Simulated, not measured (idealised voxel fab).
The name of this process module is voxel double patterning.
Cross-sectional view cut (width: 185 nm; square cell size: 5 nm).
Cross-section layout: square cells on a grid; listed as bands, top to bottom; a band spans one or more cell rows.
Heights first: top, then bottom, in nm. Then materials, left to right, each with a width in nm. "edge to edge" on a single material: fills the band edge to edge. "blank": empty space.
Basically, 0 is our baseline, since under it the wafer straight out of the box is all one material. The bottom band has no lower end and keeps on going down, so it looks like "from 0 down".
Top row gets the first number, bottom row gets the second, and each row in between changes by the same step: that is how a band width like "30 to 40" works.
Step note "remained the same" = no cross-section cell changed.
Under "Voids, sealed" you'll find the enclosed gaps, the ones with no way out to the top, that are 8 cells or bigger; each reads width x height at distance, with distance counted from the left edge, everything in nm.
Read whatever lies past the settings on a step's line as the simulator's own remark about the step.
A step's line can hold "overlay nm"; with a mask on that step, the setting says how far right of the planned place the mask lay, while a negative setting says it lay to the left.
Structure of the following material. The material consists of pairs of cross-sections. Each pair comprises the cross-section before one process step and the cross-section after that step, the latter shown only down to the lowest band that changed. The step between the cross-sections is specified beneath each pair, including its settings. Pairs are not necessarily consecutive: they may derive from different runs of this module performed on the same starting wafer. Continuity with the pair above is to be assumed only where the entry headed "Incoming structure" of the pair in question states it.

**Incoming structure**
    from 0 down  Si edge to edge
    Voids, sealed: none

**Sectional Result**
    from 5 to 0  SiO2 edge to edge
    Unchanged below 0.
    Voids, sealed: none
Between the two cross-sections shown above, the process step is CONFORMAL_DEP with material SiO2, thk nm 5

Incoming structure: nothing new to draw here, it's the after view of the pair just above.

**Sectional Result**
    from 20 to 5  TiN edge to edge
    Unchanged below 5.
    Voids, sealed: none
Between the two cross-sections shown above, the process step is DIRECTIONAL_DEP with material TiN, thk nm 15

Incoming structure: nothing new to draw here, it's the after view of the pair just above.

**Sectional Result**
    from 30 to 20  SiN edge to edge
    Unchanged below 20.
    Voids, sealed: none
Between the two cross-sections shown above, the process step is DIRECTIONAL_DEP with material SiN, thk nm 10

Incoming structure: nothing new to draw here, it's the after view of the pair just above.

**Sectional Result**
    from 45 to 30  aC edge to edge
    Unchanged below 30.
    Voids, sealed: none
Between the two cross-sections shown above, the process step is DIRECTIONAL_DEP with material aC, thk nm 15

Incoming structure: nothing new to draw here, it's the after view of the pair just above.

**Sectional Result**
    from 75 to 45  resist 35 | blank 15 | resist 35 | blank 15 | resist 35 | blank 15 | resist 35
    Unchanged below 45.
    Voids, sealed: none
Between the two cross-sections shown above, the process step is PATTERN with tone open, mask id FIRST, material resist, width nm 15, pitch nm 50, thk nm 30, overlay nm 0

Incoming structure: nothing new to draw here, it's the after view of the pair just above.

**Sectional Result**
    from 60 to 45  resist 35 | blank 15 | resist 35 | blank 15 | resist 35 | blank 15 | resist 35
    from 45 to 30  aC 35 | blank 15 | aC 35 | blank 15 | aC 35 | blank 15 | aC 35
    Unchanged below 30.
    Voids, sealed: none
Between the two cross-sections shown above, the process step is DIRECTIONAL_ETCH with etch materials aC, depth nm 15

Incoming structure: nothing new to draw here, it's the after view of the pair just above.

**Sectional Result**
    from 45 to 30  aC 35 | blank 15 | aC 35 | blank 15 | aC 35 | blank 15 | aC 35
    Unchanged below 30.
    Voids, sealed: none
Between the two cross-sections shown above, the process step is STRIP with etch materials resist

Incoming structure: nothing new to draw here, it's the after view of the pair just above.

**Sectional Result**
    from 45 to 30  aC 35 | blank 15 | aC 35 | blank 15 | aC 35 | blank 15 | aC 35
    from 30 to 20  SiN 35 | blank 15 | SiN 35 | blank 15 | SiN 35 | blank 15 | SiN 35
    Unchanged below 20.
    Voids, sealed: none
Between the two cross-sections shown above, the process step is DIRECTIONAL_ETCH with etch materials SiN, depth nm 10

Incoming structure: nothing new to draw here, it's the after view of the pair just above.

**Sectional Result**
    from 30 to 20  SiN 35 | blank 15 | SiN 35 | blank 15 | SiN 35 | blank 15 | SiN 35
    Unchanged below 20.
    Voids, sealed: none
Between the two cross-sections shown above, the process step is STRIP with etch materials aC

Incoming structure: nothing new to draw here, it's the after view of the pair just above.

**Sectional Result**
    from 50 to 30  resist 60 | blank 15 | resist 35 | blank 15 | resist 60
    from 30 to 20  SiN 35 | resist 15 | SiN 35 | resist 15 | SiN 35 | resist 15 | SiN 35
    Unchanged below 20.
    Voids, sealed: none
Between the two cross-sections shown above, the process step is PATTERN with tone open, mask id SECOND, material resist, width nm 15, pitch nm 50, thk nm 20, overlay nm 0

Incoming structure: nothing new to draw here, it's the after view of the pair just above.

**Sectional Result**
    from 50 to 30  resist 60 | blank 15 | resist 35 | blank 15 | resist 60
    from 30 to 20  SiN 35 | resist 15 | SiN 10 | blank 15 | SiN 10 | resist 15 | SiN 10 | blank 15 | SiN 10 | resist 15 | SiN 35
    Unchanged below 20.
    Voids, sealed: none
Between the two cross-sections shown above, the process step is DIRECTIONAL_ETCH with etch materials SiN, depth nm 10

Incoming structure: nothing new to draw here, it's the after view of the pair just above.

**Sectional Result**
    from 30 to 20  SiN 35 | blank 15 | SiN 10 | blank 15 | SiN 10 | blank 15 | SiN 10 | blank 15 | SiN 10 | blank 15 | SiN 35
    Unchanged below 20.
    Voids, sealed: none
Between the two cross-sections shown above, the process step is STRIP with etch materials resist

Incoming structure: nothing new to draw here, it's the after view of the pair just above.

**Sectional Result**
    from 30 to 20  SiN 35 | blank 15 | SiN 10 | blank 15 | SiN 10 | blank 15 | SiN 10 | blank 15 | SiN 10 | blank 15 | SiN 35
    from 20 to 5  TiN 35 | blank 15 | TiN 10 | blank 15 | TiN 10 | blank 15 | TiN 10 | blank 15 | TiN 10 | blank 15 | TiN 35
    Unchanged below 5.
    Voids, sealed: none
Between the two cross-sections shown above, the process step is DIRECTIONAL_ETCH with etch materials TiN, depth nm 15

Incoming structure: nothing new to draw here, it's the after view of the pair just above.

**Sectional Result**
    from 20 to 5  TiN 35 | blank 15 | TiN 10 | blank 15 | TiN 10 | blank 15 | TiN 10 | blank 15 | TiN 10 | blank 15 | TiN 35
    Unchanged below 5.
    Voids, sealed: none
Between the two cross-sections shown above, the process step is STRIP with etch materials SiN

**Incoming structure**
    from 0 down  Si edge to edge
    Voids, sealed: none

**Sectional Result**
    from 15 to 0  TiN edge to edge
    Unchanged below 0.
    Voids, sealed: none
Between the two cross-sections shown above, the process step is DIRECTIONAL_DEP with material TiN, thk nm 15

Incoming structure: nothing new to draw here, it's the after view of the pair just above.

**Sectional Result**
    from 25 to 15  SiN edge to edge
    Unchanged below 15.
    Voids, sealed: none
Between the two cross-sections shown above, the process step is DIRECTIONAL_DEP with material SiN, thk nm 10

Incoming structure: nothing new to draw here, it's the after view of the pair just above.

**Sectional Result**
    from 40 to 25  aC edge to edge
    Unchanged below 25.
    Voids, sealed: none
Between the two cross-sections shown above, the process step is DIRECTIONAL_DEP with material aC, thk nm 15

Incoming structure: nothing new to draw here, it's the after view of the pair just above.

**Sectional Result**
    from 70 to 40  resist 35 | blank 15 | resist 35 | blank 15 | resist 35 | blank 15 | resist 35
    Unchanged below 40.
    Voids, sealed: none
Between the two cross-sections shown above, the process step is PATTERN with tone open, mask id FIRST, material resist, width nm 15, pitch nm 50, thk nm 30, overlay nm 0

Incoming structure: nothing new to draw here, it's the after view of the pair just above.

**Sectional Result**
    from 55 to 40  resist 35 | blank 15 | resist 35 | blank 15 | resist 35 | blank 15 | resist 35
    from 40 to 25  aC 35 | blank 15 | aC 35 | blank 15 | aC 35 | blank 15 | aC 35
    Unchanged below 25.
    Voids, sealed: none
Between the two cross-sections shown above, the process step is DIRECTIONAL_ETCH with etch materials aC, depth nm 15

Incoming structure: nothing new to draw here, it's the after view of the pair just above.

**Sectional Result**
    from 40 to 25  aC 35 | blank 15 | aC 35 | blank 15 | aC 35 | blank 15 | aC 35
    Unchanged below 25.
    Voids, sealed: none
Between the two cross-sections shown above, the process step is STRIP with etch materials resist

Incoming structure: nothing new to draw here, it's the after view of the pair just above.

**Sectional Result**
    from 40 to 25  aC 35 | blank 15 | aC 35 | blank 15 | aC 35 | blank 15 | aC 35
    from 25 to 15  SiN 35 | blank 15 | SiN 35 | blank 15 | SiN 35 | blank 15 | SiN 35
    Unchanged below 15.
    Voids, sealed: none
Between the two cross-sections shown above, the process step is DIRECTIONAL_ETCH with etch materials SiN, depth nm 10

Incoming structure: nothing new to draw here, it's the after view of the pair just above.

**Sectional Result**
    from 25 to 15  SiN 35 | blank 15 | SiN 35 | blank 15 | SiN 35 | blank 15 | SiN 35
    Unchanged below 15.
    Voids, sealed: none
Between the two cross-sections shown above, the process step is STRIP with etch materials aC

Incoming structure: nothing new to draw here, it's the after view of the pair just above.

**Sectional Result**
    from 45 to 25  resist 60 | blank 15 | resist 35 | blank 15 | resist 60
    from 25 to 15  SiN 35 | resist 15 | SiN 35 | resist 15 | SiN 35 | resist 15 | SiN 35
    Unchanged below 15.
    Voids, sealed: none
Between the two cross-sections shown above, the process step is PATTERN with tone open, mask id SECOND, material resist, width nm 15, pitch nm 50, thk nm 20, overlay nm 0

Incoming structure: nothing new to draw here, it's the after view of the pair just above.

**Sectional Result**
    from 45 to 25  resist 60 | blank 15 | resist 35 | blank 15 | resist 60
    from 25 to 15  SiN 35 | resist 15 | SiN 10 | blank 15 | SiN 10 | resist 15 | SiN 10 | blank 15 | SiN 10 | resist 15 | SiN 35
    Unchanged below 15.
    Voids, sealed: none
Between the two cross-sections shown above, the process step is DIRECTIONAL_ETCH with etch materials SiN, depth nm 10

Incoming structure: nothing new to draw here, it's the after view of the pair just above.

**Sectional Result**
    from 25 to 15  SiN 35 | blank 15 | SiN 10 | blank 15 | SiN 10 | blank 15 | SiN 10 | blank 15 | SiN 10 | blank 15 | SiN 35
    Unchanged below 15.
    Voids, sealed: none
Between the two cross-sections shown above, the process step is STRIP with etch materials resist

Incoming structure: nothing new to draw here, it's the after view of the pair just above.

**Sectional Result**
    from 25 to 15  SiN 35 | blank 15 | SiN 10 | blank 15 | SiN 10 | blank 15 | SiN 10 | blank 15 | SiN 10 | blank 15 | SiN 35
    from 15 to 0  TiN 35 | blank 15 | TiN 10 | blank 15 | TiN 10 | blank 15 | TiN 10 | blank 15 | TiN 10 | blank 15 | TiN 35
    Unchanged below 0.
    Voids, sealed: none
Between the two cross-sections shown above, the process step is DIRECTIONAL_ETCH with etch materials TiN, depth nm 15

Incoming structure: nothing new to draw here, it's the after view of the pair just above.

**Sectional Result**
    from 15 to 0  TiN 35 | blank 15 | TiN 10 | blank 15 | TiN 10 | blank 15 | TiN 10 | blank 15 | TiN 10 | blank 15 | TiN 35
    Unchanged below 0.
    Voids, sealed: none
Between the two cross-sections shown above, the process step is STRIP with etch materials SiN

**Incoming structure**
    from 20 to 5  TiN edge to edge
    from 5 to 0  SiO2 edge to edge
    from 0 down  Si edge to edge
    Voids, sealed: none

**Sectional Result**
    from 35 to 5  TiN edge to edge
    Unchanged below 5.
    Voids, sealed: none
Between the two cross-sections shown above, the process step is DIRECTIONAL_DEP with material TiN, thk nm 15

Incoming structure: nothing new to draw here, it's the after view of the pair just above.

**Sectional Result**
    from 45 to 35  SiN edge to edge
    Unchanged below 35.
    Voids, sealed: none
Between the two cross-sections shown above, the process step is DIRECTIONAL_DEP with material SiN, thk nm 10

Incoming structure: nothing new to draw here, it's the after view of the pair just above.

**Sectional Result**
    from 60 to 45  aC edge to edge
    Unchanged below 45.
    Voids, sealed: none
Between the two cross-sections shown above, the process step is DIRECTIONAL_DEP with material aC, thk nm 15

Incoming structure: nothing new to draw here, it's the after view of the pair just above.

**Sectional Result**
    from 90 to 60  resist 35 | blank 15 | resist 35 | blank 15 | resist 35 | blank 15 | resist 35
    Unchanged below 60.
    Voids, sealed: none
Between the two cross-sections shown above, the process step is PATTERN with tone open, mask id FIRST, material resist, width nm 15, pitch nm 50, thk nm 30, overlay nm 0

Incoming structure: nothing new to draw here, it's the after view of the pair just above.

**Sectional Result**
    from 75 to 60  resist 35 | blank 15 | resist 35 | blank 15 | resist 35 | blank 15 | resist 35
    from 60 to 45  aC 35 | blank 15 | aC 35 | blank 15 | aC 35 | blank 15 | aC 35
    Unchanged below 45.
    Voids, sealed: none
Between the two cross-sections shown above, the process step is DIRECTIONAL_ETCH with etch materials aC, depth nm 15

Incoming structure: nothing new to draw here, it's the after view of the pair just above.

**Sectional Result**
    from 60 to 45  aC 35 | blank 15 | aC 35 | blank 15 | aC 35 | blank 15 | aC 35
    Unchanged below 45.
    Voids, sealed: none
Between the two cross-sections shown above, the process step is STRIP with etch materials resist

Incoming structure: nothing new to draw here, it's the after view of the pair just above.

**Sectional Result**
    from 60 to 45  aC 35 | blank 15 | aC 35 | blank 15 | aC 35 | blank 15 | aC 35
    from 45 to 35  SiN 35 | blank 15 | SiN 35 | blank 15 | SiN 35 | blank 15 | SiN 35
    Unchanged below 35.
    Voids, sealed: none
Between the two cross-sections shown above, the process step is DIRECTIONAL_ETCH with etch materials SiN, depth nm 10

Incoming structure: nothing new to draw here, it's the after view of the pair just above.

**Sectional Result**
    from 45 to 35  SiN 35 | blank 15 | SiN 35 | blank 15 | SiN 35 | blank 15 | SiN 35
    Unchanged below 35.
    Voids, sealed: none
Between the two cross-sections shown above, the process step is STRIP with etch materials aC

Incoming structure: nothing new to draw here, it's the after view of the pair just above.

**Sectional Result**
    from 65 to 45  resist 60 | blank 15 | resist 35 | blank 15 | resist 60
    from 45 to 35  SiN 35 | resist 15 | SiN 35 | resist 15 | SiN 35 | resist 15 | SiN 35
    Unchanged below 35.
    Voids, sealed: none
Between the two cross-sections shown above, the process step is PATTERN with tone open, mask id SECOND, material resist, width nm 15, pitch nm 50, thk nm 20, overlay nm 0

Incoming structure: nothing new to draw here, it's the after view of the pair just above.

**Sectional Result**
    from 65 to 45  resist 60 | blank 15 | resist 35 | blank 15 | resist 60
    from 45 to 35  SiN 35 | resist 15 | SiN 10 | blank 15 | SiN 10 | resist 15 | SiN 10 | blank 15 | SiN 10 | resist 15 | SiN 35
    Unchanged below 35.
    Voids, sealed: none
Between the two cross-sections shown above, the process step is DIRECTIONAL_ETCH with etch materials SiN, depth nm 10

Incoming structure: nothing new to draw here, it's the after view of the pair just above.

**Sectional Result**
    from 45 to 35  SiN 35 | blank 15 | SiN 10 | blank 15 | SiN 10 | blank 15 | SiN 10 | blank 15 | SiN 10 | blank 15 | SiN 35
    Unchanged below 35.
    Voids, sealed: none
Between the two cross-sections shown above, the process step is STRIP with etch materials resist

Incoming structure: nothing new to draw here, it's the after view of the pair just above.

**Sectional Result**
    from 45 to 35  SiN 35 | blank 15 | SiN 10 | blank 15 | SiN 10 | blank 15 | SiN 10 | blank 15 | SiN 10 | blank 15 | SiN 35
    from 35 to 20  TiN 35 | blank 15 | TiN 10 | blank 15 | TiN 10 | blank 15 | TiN 10 | blank 15 | TiN 10 | blank 15 | TiN 35
    Unchanged below 20.
    Voids, sealed: none
Between the two cross-sections shown above, the process step is DIRECTIONAL_ETCH with etch materials TiN, depth nm 15

Incoming structure: nothing new to draw here, it's the after view of the pair just above.

**Sectional Result**
    from 35 to 20  TiN 35 | blank 15 | TiN 10 | blank 15 | TiN 10 | blank 15 | TiN 10 | blank 15 | TiN 10 | blank 15 | TiN 35
    Unchanged below 20.
    Voids, sealed: none
Between the two cross-sections shown above, the process step is STRIP with etch materials SiN

**Incoming structure**
    from 15 to 0  TiN edge to edge
    from 0 down  Si edge to edge
    Voids, sealed: none

**Sectional Result**
    from 20 to 15  SiO2 edge to edge
    Unchanged below 15.
    Voids, sealed: none
Between the two cross-sections shown above, the process step is CONFORMAL_DEP with material SiO2, thk nm 5

Incoming structure: nothing new to draw here, it's the after view of the pair just above.

**Sectional Result**
    from 30 to 20  SiN edge to edge
    Unchanged below 20.
    Voids, sealed: none
Between the two cross-sections shown above, the process step is DIRECTIONAL_DEP with material SiN, thk nm 10

Incoming structure: nothing new to draw here, it's the after view of the pair just above.

**Sectional Result**
    from 45 to 30  aC edge to edge
    Unchanged below 30.
    Voids, sealed: none
Between the two cross-sections shown above, the process step is DIRECTIONAL_DEP with material aC, thk nm 15

Incoming structure: nothing new to draw here, it's the after view of the pair just above.

**Sectional Result**
    from 75 to 45  resist 35 | blank 15 | resist 35 | blank 15 | resist 35 | blank 15 | resist 35
    Unchanged below 45.
    Voids, sealed: none
Between the two cross-sections shown above, the process step is PATTERN with tone open, mask id FIRST, material resist, width nm 15, pitch nm 50, thk nm 30, overlay nm 0

Incoming structure: nothing new to draw here, it's the after view of the pair just above.

**Sectional Result**
    from 60 to 45  resist 35 | blank 15 | resist 35 | blank 15 | resist 35 | blank 15 | resist 35
    from 45 to 30  aC 35 | blank 15 | aC 35 | blank 15 | aC 35 | blank 15 | aC 35
    Unchanged below 30.
    Voids, sealed: none
Between the two cross-sections shown above, the process step is DIRECTIONAL_ETCH with etch materials aC, depth nm 15

Incoming structure: nothing new to draw here, it's the after view of the pair just above.

**Sectional Result**
    from 45 to 30  aC 35 | blank 15 | aC 35 | blank 15 | aC 35 | blank 15 | aC 35
    Unchanged below 30.
    Voids, sealed: none
Between the two cross-sections shown above, the process step is STRIP with etch materials resist

Incoming structure: nothing new to draw here, it's the after view of the pair just above.

**Sectional Result**
    from 45 to 30  aC 35 | blank 15 | aC 35 | blank 15 | aC 35 | blank 15 | aC 35
    from 30 to 20  SiN 35 | blank 15 | SiN 35 | blank 15 | SiN 35 | blank 15 | SiN 35
    Unchanged below 20.
    Voids, sealed: none
Between the two cross-sections shown above, the process step is DIRECTIONAL_ETCH with etch materials SiN, depth nm 10

Incoming structure: nothing new to draw here, it's the after view of the pair just above.

**Sectional Result**
    from 30 to 20  SiN 35 | blank 15 | SiN 35 | blank 15 | SiN 35 | blank 15 | SiN 35
    Unchanged below 20.
    Voids, sealed: none
Between the two cross-sections shown above, the process step is STRIP with etch materials aC

Incoming structure: nothing new to draw here, it's the after view of the pair just above.

**Sectional Result**
    from 50 to 30  resist 60 | blank 15 | resist 35 | blank 15 | resist 60
    from 30 to 20  SiN 35 | resist 15 | SiN 35 | resist 15 | SiN 35 | resist 15 | SiN 35
    Unchanged below 20.
    Voids, sealed: none
Between the two cross-sections shown above, the process step is PATTERN with tone open, mask id SECOND, material resist, width nm 15, pitch nm 50, thk nm 20, overlay nm 0

Incoming structure: nothing new to draw here, it's the after view of the pair just above.

**Sectional Result**
    from 50 to 30  resist 60 | blank 15 | resist 35 | blank 15 | resist 60
    from 30 to 20  SiN 35 | resist 15 | SiN 10 | blank 15 | SiN 10 | resist 15 | SiN 10 | blank 15 | SiN 10 | resist 15 | SiN 35
    Unchanged below 20.
    Voids, sealed: none
Between the two cross-sections shown above, the process step is DIRECTIONAL_ETCH with etch materials SiN, depth nm 10

Incoming structure: nothing new to draw here, it's the after view of the pair just above.

**Sectional Result**
    from 30 to 20  SiN 35 | blank 15 | SiN 10 | blank 15 | SiN 10 | blank 15 | SiN 10 | blank 15 | SiN 10 | blank 15 | SiN 35
    Unchanged below 20.
    Voids, sealed: none
Between the two cross-sections shown above, the process step is STRIP with etch materials resist

Incoming structure: nothing new to draw here, it's the after view of the pair just above.

**Sectional Result**
    from 20 to 15  SiO2 edge to edge
    Unchanged below 15.
    Voids, sealed: none
Between the two cross-sections shown above, the process step is STRIP with etch materials SiN

**Incoming structure**
    from 5 to 0  SiO2 edge to edge
    from 0 down  Si edge to edge
    Voids, sealed: none

**Sectional Result**
    from 30 to 5  TiN edge to edge
    Unchanged below 5.
    Voids, sealed: none
Between the two cross-sections shown above, the process step is DIRECTIONAL_DEP with material TiN, thk nm 25

Incoming structure: nothing new to draw here, it's the after view of the pair just above.

**Sectional Result**
    from 40 to 30  SiN edge to edge
    Unchanged below 30.
    Voids, sealed: none
Between the two cross-sections shown above, the process step is DIRECTIONAL_DEP with material SiN, thk nm 10

Incoming structure: nothing new to draw here, it's the after view of the pair just above.

**Sectional Result**
    from 55 to 40  aC edge to edge
    Unchanged below 40.
    Voids, sealed: none
Between the two cross-sections shown above, the process step is DIRECTIONAL_DEP with material aC, thk nm 15

Incoming structure: nothing new to draw here, it's the after view of the pair just above.

**Sectional Result**
    from 85 to 55  resist 35 | blank 15 | resist 35 | blank 15 | resist 35 | blank 15 | resist 35
    Unchanged below 55.
    Voids, sealed: none
Between the two cross-sections shown above, the process step is PATTERN with tone open, mask id FIRST, material resist, width nm 15, pitch nm 50, thk nm 30, overlay nm 0

Incoming structure: nothing new to draw here, it's the after view of the pair just above.

**Sectional Result**
    from 70 to 55  resist 35 | blank 15 | resist 35 | blank 15 | resist 35 | blank 15 | resist 35
    from 55 to 40  aC 35 | blank 15 | aC 35 | blank 15 | aC 35 | blank 15 | aC 35
    Unchanged below 40.
    Voids, sealed: none
Between the two cross-sections shown above, the process step is DIRECTIONAL_ETCH with etch materials aC, depth nm 15

Incoming structure: nothing new to draw here, it's the after view of the pair just above.

**Sectional Result**
    from 55 to 40  aC 35 | blank 15 | aC 35 | blank 15 | aC 35 | blank 15 | aC 35
    Unchanged below 40.
    Voids, sealed: none
Between the two cross-sections shown above, the process step is STRIP with etch materials resist

Incoming structure: nothing new to draw here, it's the after view of the pair just above.

**Sectional Result**
    from 55 to 40  aC 35 | blank 15 | aC 35 | blank 15 | aC 35 | blank 15 | aC 35
    from 40 to 30  SiN 35 | blank 15 | SiN 35 | blank 15 | SiN 35 | blank 15 | SiN 35
    Unchanged below 30.
    Voids, sealed: none
Between the two cross-sections shown above, the process step is DIRECTIONAL_ETCH with etch materials SiN, depth nm 10

Incoming structure: nothing new to draw here, it's the after view of the pair just above.

**Sectional Result**
    from 40 to 30  SiN 35 | blank 15 | SiN 35 | blank 15 | SiN 35 | blank 15 | SiN 35
    Unchanged below 30.
    Voids, sealed: none
Between the two cross-sections shown above, the process step is STRIP with etch materials aC

Incoming structure: nothing new to draw here, it's the after view of the pair just above.

**Sectional Result**
    from 60 to 40  resist 60 | blank 15 | resist 35 | blank 15 | resist 60
    from 40 to 30  SiN 35 | resist 15 | SiN 35 | resist 15 | SiN 35 | resist 15 | SiN 35
    Unchanged below 30.
    Voids, sealed: none
Between the two cross-sections shown above, the process step is PATTERN with tone open, mask id SECOND, material resist, width nm 15, pitch nm 50, thk nm 20, overlay nm 0

Incoming structure: nothing new to draw here, it's the after view of the pair just above.

**Sectional Result**
    from 60 to 40  resist 60 | blank 15 | resist 35 | blank 15 | resist 60
    from 40 to 30  SiN 35 | resist 15 | SiN 10 | blank 15 | SiN 10 | resist 15 | SiN 10 | blank 15 | SiN 10 | resist 15 | SiN 35
    Unchanged below 30.
    Voids, sealed: none
Between the two cross-sections shown above, the process step is DIRECTIONAL_ETCH with etch materials SiN, depth nm 10

Incoming structure: nothing new to draw here, it's the after view of the pair just above.

**Sectional Result**
    from 40 to 30  SiN 35 | blank 15 | SiN 10 | blank 15 | SiN 10 | blank 15 | SiN 10 | blank 15 | SiN 10 | blank 15 | SiN 35
    Unchanged below 30.
    Voids, sealed: none
Between the two cross-sections shown above, the process step is STRIP with etch materials resist

Incoming structure: nothing new to draw here, it's the after view of the pair just above.

**Sectional Result**
    from 40 to 30  SiN 35 | blank 15 | SiN 10 | blank 15 | SiN 10 | blank 15 | SiN 10 | blank 15 | SiN 10 | blank 15 | SiN 35
    from 30 to 15  TiN 35 | blank 15 | TiN 10 | blank 15 | TiN 10 | blank 15 | TiN 10 | blank 15 | TiN 10 | blank 15 | TiN 35
    Unchanged below 15.
    Voids, sealed: none
Between the two cross-sections shown above, the process step is DIRECTIONAL_ETCH with etch materials TiN, depth nm 15

Incoming structure: nothing new to draw here, it's the after view of the pair just above.

**Sectional Result**
    from 30 to 15  TiN 35 | blank 15 | TiN 10 | blank 15 | TiN 10 | blank 15 | TiN 10 | blank 15 | TiN 10 | blank 15 | TiN 35
    Unchanged below 15.
    Voids, sealed: none
Between the two cross-sections shown above, the process step is STRIP with etch materials SiN

**Incoming structure**
    from 30 to 20  SiN 35 | blank 15 | SiN 35 | blank 15 | SiN 35 | blank 15 | SiN 35
    from 20 to 5  TiN edge to edge
    from 5 to 0  SiO2 edge to edge
    from 0 down  Si edge to edge
    Voids, sealed: none

**Sectional Result**
    from 50 to 30  resist 60 | blank 20 | resist 30 | blank 20 | resist 55
    from 30 to 20  SiN 35 | resist 15 | SiN 35 | resist 15 | SiN 35 | resist 15 | SiN 35
    Unchanged below 20.
    Voids, sealed: none
Between the two cross-sections shown above, the process step is PATTERN with tone open, mask id SECOND, material resist, width nm 20, pitch nm 50, thk nm 20, overlay nm 0

Incoming structure: nothing new to draw here, it's the after view of the pair just above.

**Sectional Result**
    from 50 to 30  resist 60 | blank 20 | resist 30 | blank 20 | resist 55
    from 30 to 20  SiN 35 | resist 15 | SiN 10 | blank 20 | SiN 5 | resist 15 | SiN 10 | blank 20 | SiN 5 | resist 15 | SiN 35
    Unchanged below 20.
    Voids, sealed: none
Between the two cross-sections shown above, the process step is DIRECTIONAL_ETCH with etch materials SiN, depth nm 10

Incoming structure: nothing new to draw here, it's the after view of the pair just above.

**Sectional Result**
    from 30 to 20  SiN 35 | blank 15 | SiN 10 | blank 20 | SiN 5 | blank 15 | SiN 10 | blank 20 | SiN 5 | blank 15 | SiN 35
    Unchanged below 20.
    Voids, sealed: none
Between the two cross-sections shown above, the process step is STRIP with etch materials resist

Incoming structure: nothing new to draw here, it's the after view of the pair just above.

**Sectional Result**
    from 30 to 20  SiN 35 | blank 15 | SiN 10 | blank 20 | SiN 5 | blank 15 | SiN 10 | blank 20 | SiN 5 | blank 15 | SiN 35
    from 20 to 5  TiN 35 | blank 15 | TiN 10 | blank 20 | TiN 5 | blank 15 | TiN 10 | blank 20 | TiN 5 | blank 15 | TiN 35
    Unchanged below 5.
    Voids, sealed: none
Between the two cross-sections shown above, the process step is DIRECTIONAL_ETCH with etch materials TiN, depth nm 15

Incoming structure: nothing new to draw here, it's the after view of the pair just above.

**Sectional Result**
    from 20 to 5  TiN 35 | blank 15 | TiN 10 | blank 20 | TiN 5 | blank 15 | TiN 10 | blank 20 | TiN 5 | blank 15 | TiN 35
    Unchanged below 5.
    Voids, sealed: none
Between the two cross-sections shown above, the process step is STRIP with etch materials SiN

**Incoming structure**
    from 30 to 20  SiN 35 | blank 15 | SiN 35 | blank 15 | SiN 35 | blank 15 | SiN 35
    from 20 to 5  TiN edge to edge
    from 5 to 0  SiO2 edge to edge
    from 0 down  Si edge to edge
    Voids, sealed: none

**Sectional Result**
    from 50 to 30  resist 55 | blank 15 | resist 35 | blank 15 | resist 65
    from 30 to 20  SiN 35 | resist 15 | SiN 35 | resist 15 | SiN 35 | resist 15 | SiN 35
    Unchanged below 20.
    Voids, sealed: none
Between the two cross-sections shown above, the process step is PATTERN with tone open, mask id SECOND, material resist, width nm 15, pitch nm 50, thk nm 20, overlay nm -5

Incoming structure: nothing new to draw here, it's the after view of the pair just above.

**Sectional Result**
    from 50 to 30  resist 55 | blank 15 | resist 35 | blank 15 | resist 65
    from 30 to 20  SiN 35 | resist 15 | SiN 5 | blank 15 | SiN 15 | resist 15 | SiN 5 | blank 15 | SiN 15 | resist 15 | SiN 35
    Unchanged below 20.
    Voids, sealed: none
Between the two cross-sections shown above, the process step is DIRECTIONAL_ETCH with etch materials SiN, depth nm 10

Incoming structure: nothing new to draw here, it's the after view of the pair just above.

**Sectional Result**
    from 30 to 20  SiN 35 | blank 15 | SiN 5 | blank 15 | SiN 15 | blank 15 | SiN 5 | blank 15 | SiN 15 | blank 15 | SiN 35
    Unchanged below 20.
    Voids, sealed: none
Between the two cross-sections shown above, the process step is STRIP with etch materials resist

Incoming structure: nothing new to draw here, it's the after view of the pair just above.

**Sectional Result**
    from 30 to 20  SiN 35 | blank 15 | SiN 5 | blank 15 | SiN 15 | blank 15 | SiN 5 | blank 15 | SiN 15 | blank 15 | SiN 35
    from 20 to 5  TiN 35 | blank 15 | TiN 5 | blank 15 | TiN 15 | blank 15 | TiN 5 | blank 15 | TiN 15 | blank 15 | TiN 35
    Unchanged below 5.
    Voids, sealed: none
Between the two cross-sections shown above, the process step is DIRECTIONAL_ETCH with etch materials TiN, depth nm 15

Incoming structure: nothing new to draw here, it's the after view of the pair just above.

**Sectional Result**
    from 20 to 5  TiN 35 | blank 15 | TiN 5 | blank 15 | TiN 15 | blank 15 | TiN 5 | blank 15 | TiN 15 | blank 15 | TiN 35
    Unchanged below 5.
    Voids, sealed: none
Between the two cross-sections shown above, the process step is STRIP with etch materials SiN

**Incoming structure**
    from 20 to 5  TiN edge to edge
    from 5 to 0  SiO2 edge to edge
    from 0 down  Si edge to edge
    Voids, sealed: none

**Sectional Result**
    from 30 to 5  TiN edge to edge
    Unchanged below 5.
    Voids, sealed: none
Between the two cross-sections shown above, the process step is DIRECTIONAL_DEP with material TiN, thk nm 10

Incoming structure: nothing new to draw here, it's the after view of the pair just above.

**Sectional Result**
    from 45 to 30  aC edge to edge
    Unchanged below 30.
    Voids, sealed: none
Between the two cross-sections shown above, the process step is DIRECTIONAL_DEP with material aC, thk nm 15

Incoming structure: nothing new to draw here, it's the after view of the pair just above.

**Sectional Result**
    from 75 to 45  resist 35 | blank 15 | resist 35 | blank 15 | resist 35 | blank 15 | resist 35
    Unchanged below 45.
    Voids, sealed: none
Between the two cross-sections shown above, the process step is PATTERN with tone open, mask id FIRST, material resist, width nm 15, pitch nm 50, thk nm 30, overlay nm 0

Incoming structure: nothing new to draw here, it's the after view of the pair just above.

**Sectional Result**
    from 60 to 45  resist 35 | blank 15 | resist 35 | blank 15 | resist 35 | blank 15 | resist 35
    from 45 to 30  aC 35 | blank 15 | aC 35 | blank 15 | aC 35 | blank 15 | aC 35
    Unchanged below 30.
    Voids, sealed: none
Between the two cross-sections shown above, the process step is DIRECTIONAL_ETCH with etch materials aC, depth nm 15

Incoming structure: nothing new to draw here, it's the after view of the pair just above.

**Sectional Result**
    from 45 to 30  aC 35 | blank 15 | aC 35 | blank 15 | aC 35 | blank 15 | aC 35
    Unchanged below 30.
    Voids, sealed: none
Between the two cross-sections shown above, the process step is STRIP with etch materials resist

Incoming structure: nothing new to draw here, it's the after view of the pair just above.

**Sectional Result**
    from 30 to 5  TiN edge to edge
    Unchanged below 5.
    Voids, sealed: none
Between the two cross-sections shown above, the process step is STRIP with etch materials aC
